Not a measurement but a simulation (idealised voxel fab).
process module | voxel gate over fins
cross-section cut | 250 nm wide | cells 5 nm
A cross-section is a grid of square cells, given in bands from the top down. A band is one or more rows of cells.
Each band's line starts with the height of the band's top and of its bottom, in nm. Then come its materials from left to right, each with its width in nm. One material with "throughout" fills the band from edge to edge. "air" is empty space.
Height 0 is the level under which the wafer as received is all one material. The lowest band goes on downwards, as in "0 down".
A width such as "30 to 40" changes by the same amount from each row of cells to the next, from the band's top row to its bottom row.
"no change" after a step means that no cell of the cross-section changed.
closed voids: empty space of 8 cells or more with no open way to the top, each as width x height at its distance from the left edge, in nm
after a step's settings: what the simulator itself notes on the step
overlay nm, on a step with a mask: how far to the right of its planned place the mask lay; to the left if negative
plan
1 op RECEIVE | material Si
2 op CONFORMAL_DEP | material SiN | thk nm 10
3 op DIRECTIONAL_DEP | material aC | thk nm 15
4 op PATTERN | tone cover | mask id FINS | material resist | width nm 15 | pitch nm 55 | thk nm 35 | overlay nm 0
5 op DIRECTIONAL_ETCH | etch materials aC | depth nm 15
6 op STRIP | etch materials resist
7 op DIRECTIONAL_ETCH | etch materials SiN | depth nm 10
8 op DIRECTIONAL_ETCH | etch materials Si | depth nm 30
9 op STRIP | etch materials aC
10 op OXIDIZE | depth nm 5
11 op FILL_DEP | material SiO2 | thk nm 10
12 op CMP | height nm 10
13 op DIRECTIONAL_DEP | material aC | thk nm 15
14 op PATTERN | tone open | mask id RAIL | material resist | width nm 15 | thk nm 30 | overlay nm 0
15 op DIRECTIONAL_ETCH | etch materials aC | depth nm 15
16 op STRIP | etch materials resist
17 op DIRECTIONAL_ETCH | etch materials SiO2 | depth nm 35
18 op STRIP | etch materials aC
19 op CONFORMAL_DEP | material TiN | thk nm 5
20 op FILL_DEP | material Ru | thk nm 5
21 op CMP | height nm 10
22 op SELECTIVE_ETCH | etch materials W Ru TiN | depth nm 30
23 op FILL_DEP | material SiO2 | thk nm 5
24 op CMP | height nm 10
25 op SELECTIVE_ETCH | etch materials SiO2 | depth nm 20
26 op STRIP | etch materials SiN
27 op CONFORMAL_DEP | material HfO2 | thk nm 5
28 op CONFORMAL_DEP | material TiN | thk nm 5
29 op FILL_DEP | material W | thk nm 15
30 op CMP | height nm 20
31 op CONFORMAL_DEP | material SiN | thk nm 10
first wafer, as planned
as received, after step 1
  0 down: Si throughout
  closed voids: none
after step 2
  10 to 0: SiN throughout
  below 0: unchanged
after step 3
  25 to 10: aC throughout
  below 10: unchanged
after step 4
  60 to 25: air 90 | resist 15 | air 40 | resist 15 | air 90
  below 25: unchanged
after step 5
  45 to 25: air 90 | resist 15 | air 40 | resist 15 | air 90
  25 to 10: air 90 | aC 15 | air 40 | aC 15 | air 90
  below 10: unchanged
after step 6
  25 to 10: air 90 | aC 15 | air 40 | aC 15 | air 90
  below 10: unchanged
after step 7
  25 to 10: air 90 | aC 15 | air 40 | aC 15 | air 90
  10 to 0: air 90 | SiN 15 | air 40 | SiN 15 | air 90
  below 0: unchanged
after step 8
  25 to 10: air 90 | aC 15 | air 40 | aC 15 | air 90
  10 to 0: air 90 | SiN 15 | air 40 | SiN 15 | air 90
  0 to -30: air 90 | Si 15 | air 40 | Si 15 | air 90
  below -30: unchanged
after step 9
  10 to 0: air 90 | SiN 15 | air 40 | SiN 15 | air 90
  below 0: unchanged
after step 10
  10 to 0: air 90 | SiN 15 | air 40 | SiN 15 | air 90
  0 to -30: air 90 | SiO2 5 | Si 5 | SiO2 5 | air 40 | SiO2 5 | Si 5 | SiO2 5 | air 90
  -30 to -35: SiO2 95 | Si 5 | SiO2 50 | Si 5 | SiO2 95
  below -35: unchanged
after step 11
  20 to 10: SiO2 throughout
  10 to 0: SiO2 90 | SiN 15 | SiO2 40 | SiN 15 | SiO2 90
  0 to -35: SiO2 95 | Si 5 | SiO2 50 | Si 5 | SiO2 95
  below -35: unchanged
after step 12
  10 to 0: SiO2 90 | SiN 15 | SiO2 40 | SiN 15 | SiO2 90
  below 0: unchanged
after step 13
  25 to 10: aC throughout
  below 10: unchanged
after step 14
  55 to 25: resist 115 | air 15 | resist 120
  below 25: unchanged
after step 15
  40 to 25: resist 115 | air 15 | resist 120
  25 to 10: aC 115 | air 15 | aC 120
  below 10: unchanged
after step 16
  25 to 10: aC 115 | air 15 | aC 120
  below 10: unchanged
after step 17
  25 to 10: aC 115 | air 15 | aC 120
  10 to 0: SiO2 90 | SiN 15 | SiO2 10 | air 15 | SiO2 15 | SiN 15 | SiO2 90
  0 to -25: SiO2 95 | Si 5 | SiO2 15 | air 15 | SiO2 20 | Si 5 | SiO2 95
  below -25: unchanged
after step 18
  10 to 0: SiO2 90 | SiN 15 | SiO2 10 | air 15 | SiO2 15 | SiN 15 | SiO2 90
  below 0: unchanged
after step 19
  15 to 10: TiN 120 | air 5 | TiN 125
  10 to 0: SiO2 90 | SiN 15 | SiO2 10 | TiN 5 | air 5 | TiN 5 | SiO2 15 | SiN 15 | SiO2 90
  0 to -20: SiO2 95 | Si 5 | SiO2 15 | TiN 5 | air 5 | TiN 5 | SiO2 20 | Si 5 | SiO2 95
  -20 to -25: SiO2 95 | Si 5 | SiO2 15 | TiN 15 | SiO2 20 | Si 5 | SiO2 95
  below -25: unchanged
after step 20
  20 to 15: Ru throughout
  15 to 10: TiN 120 | Ru 5 | TiN 125
  10 to 0: SiO2 90 | SiN 15 | SiO2 10 | TiN 5 | Ru 5 | TiN 5 | SiO2 15 | SiN 15 | SiO2 90
  0 to -20: SiO2 95 | Si 5 | SiO2 15 | TiN 5 | Ru 5 | TiN 5 | SiO2 20 | Si 5 | SiO2 95
  below -20: unchanged
after step 21
  10 to 0: SiO2 90 | SiN 15 | SiO2 10 | TiN 5 | Ru 5 | TiN 5 | SiO2 15 | SiN 15 | SiO2 90
  below 0: unchanged
after step 22
  10 to 0: SiO2 90 | SiN 15 | SiO2 10 | air 15 | SiO2 15 | SiN 15 | SiO2 90
  0 to -20: SiO2 95 | Si 5 | SiO2 15 | air 15 | SiO2 20 | Si 5 | SiO2 95
  below -20: unchanged
after step 23
  15 to 10: SiO2 throughout
  10 to 0: SiO2 90 | SiN 15 | SiO2 40 | SiN 15 | SiO2 90
  0 to -20: SiO2 95 | Si 5 | SiO2 50 | Si 5 | SiO2 95
  below -20: unchanged
after step 24
  10 to 0: SiO2 90 | SiN 15 | SiO2 40 | SiN 15 | SiO2 90
  below 0: unchanged
after step 25
  10 to 0: air 90 | SiN 15 | air 40 | SiN 15 | air 90
  0 to -10: air 95 | Si 5 | air 50 | Si 5 | air 95
  below -10: unchanged
after step 26
  0 to -10: air 95 | Si 5 | air 50 | Si 5 | air 95
  below -10: unchanged
after step 27
  5 to 0: air 90 | HfO2 15 | air 40 | HfO2 15 | air 90
  0 to -5: air 90 | HfO2 5 | Si 5 | HfO2 5 | air 40 | HfO2 5 | Si 5 | HfO2 5 | air 90
  -5 to -10: HfO2 95 | Si 5 | HfO2 50 | Si 5 | HfO2 95
  below -10: unchanged
after step 28
  10 to 5: air 85 | TiN 25 | air 30 | TiN 25 | air 85
  5 to 0: air 85 | TiN 5 | HfO2 15 | TiN 5 | air 30 | TiN 5 | HfO2 15 | TiN 5 | air 85
  0 to -5: TiN 90 | HfO2 5 | Si 5 | HfO2 5 | TiN 40 | HfO2 5 | Si 5 | HfO2 5 | TiN 90
  below -5: unchanged
after step 29
  25 to 10: W throughout
  10 to 5: W 85 | TiN 25 | W 30 | TiN 25 | W 85
  5 to 0: W 85 | TiN 5 | HfO2 15 | TiN 5 | W 30 | TiN 5 | HfO2 15 | TiN 5 | W 85
  below 0: unchanged
after step 30
  20 to 10: W throughout
  below 10: unchanged
after step 31
  30 to 20: SiN throughout
  below 20: unchanged
second wafer: like start, like plan, one mistake. Through step 7 it matches the first wafer
when step 8 should have ended
  25 to 10: air 90 | aC 15 | air 40 | aC 15 | air 90
  10 to 0: air 90 | SiN 15 | air 40 | SiN 15 | air 90
  0 to -60: air 90 | Si 15 | air 40 | Si 15 | air 90
  below -60: unchanged
when step 9 should have ended
  10 to 0: air 90 | SiN 15 | air 40 | SiN 15 | air 90
  below 0: unchanged
when step 10 should have ended
  10 to 0: air 90 | SiN 15 | air 40 | SiN 15 | air 90
  0 to -60: air 90 | SiO2 5 | Si 5 | SiO2 5 | air 40 | SiO2 5 | Si 5 | SiO2 5 | air 90
  -60 to -65: SiO2 95 | Si 5 | SiO2 50 | Si 5 | SiO2 95
  below -65: unchanged
when step 11 should have ended
  20 to 10: SiO2 throughout
  10 to 0: SiO2 90 | SiN 15 | SiO2 40 | SiN 15 | SiO2 90
  0 to -65: SiO2 95 | Si 5 | SiO2 50 | Si 5 | SiO2 95
  below -65: unchanged
when step 12 should have ended
  10 to 0: SiO2 90 | SiN 15 | SiO2 40 | SiN 15 | SiO2 90
  below 0: unchanged
when step 13 should have ended
  25 to 10: aC throughout
  below 10: unchanged
when step 14 should have ended
  55 to 25: resist 115 | air 15 | resist 120
  below 25: unchanged
when step 15 should have ended
  40 to 25: resist 115 | air 15 | resist 120
  25 to 10: aC 115 | air 15 | aC 120
  below 10: unchanged
when step 16 should have ended
  25 to 10: aC 115 | air 15 | aC 120
  below 10: unchanged
when step 17 should have ended
  25 to 10: aC 115 | air 15 | aC 120
  10 to 0: SiO2 90 | SiN 15 | SiO2 10 | air 15 | SiO2 15 | SiN 15 | SiO2 90
  0 to -25: SiO2 95 | Si 5 | SiO2 15 | air 15 | SiO2 20 | Si 5 | SiO2 95
  below -25: unchanged
when step 18 should have ended
  10 to 0: SiO2 90 | SiN 15 | SiO2 10 | air 15 | SiO2 15 | SiN 15 | SiO2 90
  below 0: unchanged
when step 19 should have ended
  15 to 10: TiN 120 | air 5 | TiN 125
  10 to 0: SiO2 90 | SiN 15 | SiO2 10 | TiN 5 | air 5 | TiN 5 | SiO2 15 | SiN 15 | SiO2 90
  0 to -20: SiO2 95 | Si 5 | SiO2 15 | TiN 5 | air 5 | TiN 5 | SiO2 20 | Si 5 | SiO2 95
  -20 to -25: SiO2 95 | Si 5 | SiO2 15 | TiN 15 | SiO2 20 | Si 5 | SiO2 95
  below -25: unchanged
when step 20 should have ended
  20 to 15: Ru throughout
  15 to 10: TiN 120 | Ru 5 | TiN 125
  10 to 0: SiO2 90 | SiN 15 | SiO2 10 | TiN 5 | Ru 5 | TiN 5 | SiO2 15 | SiN 15 | SiO2 90
  0 to -20: SiO2 95 | Si 5 | SiO2 15 | TiN 5 | Ru 5 | TiN 5 | SiO2 20 | Si 5 | SiO2 95
  below -20: unchanged
when step 21 should have ended
  10 to 0: SiO2 90 | SiN 15 | SiO2 10 | TiN 5 | Ru 5 | TiN 5 | SiO2 15 | SiN 15 | SiO2 90
  below 0: unchanged
when step 22 should have ended
  10 to 0: SiO2 90 | SiN 15 | SiO2 10 | air 15 | SiO2 15 | SiN 15 | SiO2 90
  0 to -20: SiO2 95 | Si 5 | SiO2 15 | air 15 | SiO2 20 | Si 5 | SiO2 95
  below -20: unchanged
when step 23 should have ended
  15 to 10: SiO2 throughout
  10 to 0: SiO2 90 | SiN 15 | SiO2 40 | SiN 15 | SiO2 90
  0 to -20: SiO2 95 | Si 5 | SiO2 50 | Si 5 | SiO2 95
  below -20: unchanged
when step 24 should have ended
  10 to 0: SiO2 90 | SiN 15 | SiO2 40 | SiN 15 | SiO2 90
  below 0: unchanged
when step 25 should have ended
  10 to 0: air 90 | SiN 15 | air 40 | SiN 15 | air 90
  0 to -10: air 95 | Si 5 | air 50 | Si 5 | air 95
  below -10: unchanged
when step 26 should have ended
  0 to -10: air 95 | Si 5 | air 50 | Si 5 | air 95
  below -10: unchanged
when step 27 should have ended
  5 to 0: air 90 | HfO2 15 | air 40 | HfO2 15 | air 90
  0 to -5: air 90 | HfO2 5 | Si 5 | HfO2 5 | air 40 | HfO2 5 | Si 5 | HfO2 5 | air 90
  -5 to -10: HfO2 95 | Si 5 | HfO2 50 | Si 5 | HfO2 95
  below -10: unchanged
when step 28 should have ended
  10 to 5: air 85 | TiN 25 | air 30 | TiN 25 | air 85
  5 to 0: air 85 | TiN 5 | HfO2 15 | TiN 5 | air 30 | TiN 5 | HfO2 15 | TiN 5 | air 85
  0 to -5: TiN 90 | HfO2 5 | Si 5 | HfO2 5 | TiN 40 | HfO2 5 | Si 5 | HfO2 5 | TiN 90
  below -5: unchanged
when step 29 should have ended
  25 to 10: W throughout
  10 to 5: W 85 | TiN 25 | W 30 | TiN 25 | W 85
  5 to 0: W 85 | TiN 5 | HfO2 15 | TiN 5 | W 30 | TiN 5 | HfO2 15 | TiN 5 | W 85
  below 0: unchanged
when step 30 should have ended
  20 to 10: W throughout
  below 10: unchanged
when step 31 should have ended
  30 to 20: SiN throughout
  below 20: unchanged
what went wrong: step 8 was run twice
at the end the second wafer has, in cells: 288 fewer of Si | 288 more of SiO2
